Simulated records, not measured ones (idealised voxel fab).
Title: Process Module voxel lift off
FYI the section here is cut, 210 nm wide, cells are 5 nm squares.
Format of a cross-section: grid, square cells. Given as bands. Order: top down. Band: one or more rows of cells.
Heights first: top, then bottom, in nm. Then materials, left to right, each with a width in nm. "all across" on a single material: fills the band edge to edge. "empty": empty space.
Heads up on the height convention: 0 is the point under which the incoming wafer is all one material, and the lowest band has no bottom, it just keeps going down, like "0 nm and below".
When a width is written as two numbers, as in "30->40", the first number is the width in the top row of cells of the band and the second is the width in its bottom row, and the width changes by the same amount from each row to the next.
Take "nothing altered" at face value: in the step it is given for, the cross-section changed in none of its cells.
The list in "Voids, sealed" covers empty spaces of 8 cells or more that cannot reach the top through any open way, and it gives each as width x height at distance; the distance is from the left edge, and width, height and distance are in nm.
Where a step's line continues beyond its settings, the continuation is a remark by the simulator itself on that step.
Regarding "overlay nm": on a step with a mask, it is the distance the mask lay to the right of its planned place; a negative value places it to the left.
-- Here's what the planned process steps look like
1) RECEIVE with material Si
2) CONFORMAL_DEP with material SiO2, thk nm 10
3) PATTERN with tone open, mask id LINES, material resist, width nm 20, pitch nm 35, thk nm 20, overlay nm 0
4) DIRECTIONAL_DEP with material Ru, thk nm 10
5) STRIP with etch materials resist
6) CONFORMAL_DEP with material SiN, thk nm 5
-- The following pertains to the first of two wafers, which was processed as planned
-- As-received state of the wafer in cross-section, equivalent to post-step 1
* 0 nm and below = Si all across
* Voids, sealed: none
-- Once step 2 is through, the wafer looks like this in cross-section
* 10 nm to 0 nm = SiO2 all across
* Whatever lies below 0 is exactly as it was before.
-- Once step 3 is through, the wafer looks like this in cross-section
* 30 nm to 10 nm = resist 75 nm  empty 20 nm  resist 15 nm  empty 20 nm  resist 80 nm
* Whatever lies below 10 is exactly as it was before.
-- Once step 4 is through, the wafer looks like this in cross-section
* 40 nm to 30 nm = Ru 75 nm  empty 20 nm  Ru 15 nm  empty 20 nm  Ru 80 nm
* 30 nm to 20 nm = resist 75 nm  empty 20 nm  resist 15 nm  empty 20 nm  resist 80 nm
* 20 nm to 10 nm = resist 75 nm  Ru 20 nm  resist 15 nm  Ru 20 nm  resist 80 nm
* Whatever lies below 10 is exactly as it was before.
-- Once step 5 is through, the wafer looks like this in cross-section
* 20 nm to 10 nm = empty 75 nm  Ru 20 nm  empty 15 nm  Ru 20 nm  empty 80 nm
* Whatever lies below 10 is exactly as it was before.
-- Once step 6 is through, the wafer looks like this in cross-section
* 25 nm to 20 nm = empty 70 nm  SiN 30 nm  empty 5 nm  SiN 30 nm  empty 75 nm
* 20 nm to 15 nm = empty 70 nm  SiN 5 nm  Ru 20 nm  SiN 5 nm  empty 5 nm  SiN 5 nm  Ru 20 nm  SiN 5 nm  empty 75 nm
* 15 nm to 10 nm = SiN 75 nm  Ru 20 nm  SiN 15 nm  Ru 20 nm  SiN 80 nm
* Whatever lies below 10 is exactly as it was before.
-- The second wafer was prepared from the same starting point and under the same plan as the first; its processing contained one mistake, and it remains indistinguishable from the first wafer up to and including step 5
-- Second wafer, cross-section, planned end of step 6
* 25 nm to 15 nm = empty 70 nm  Ru 30 nm  empty 5 nm  Ru 30 nm  empty 75 nm
* 15 nm to 10 nm = Ru all across
* Whatever lies below 10 is exactly as it was before.
Finding, execution versus plan: so step 6 ended up running with a different setting than we planned, it ran as CONFORMAL_DEP with material Ru, thk nm 5
The final cell counts differ between the wafers, with the second having more or fewer of some materials than the first: 50 more of Ru; 50 fewer of SiN
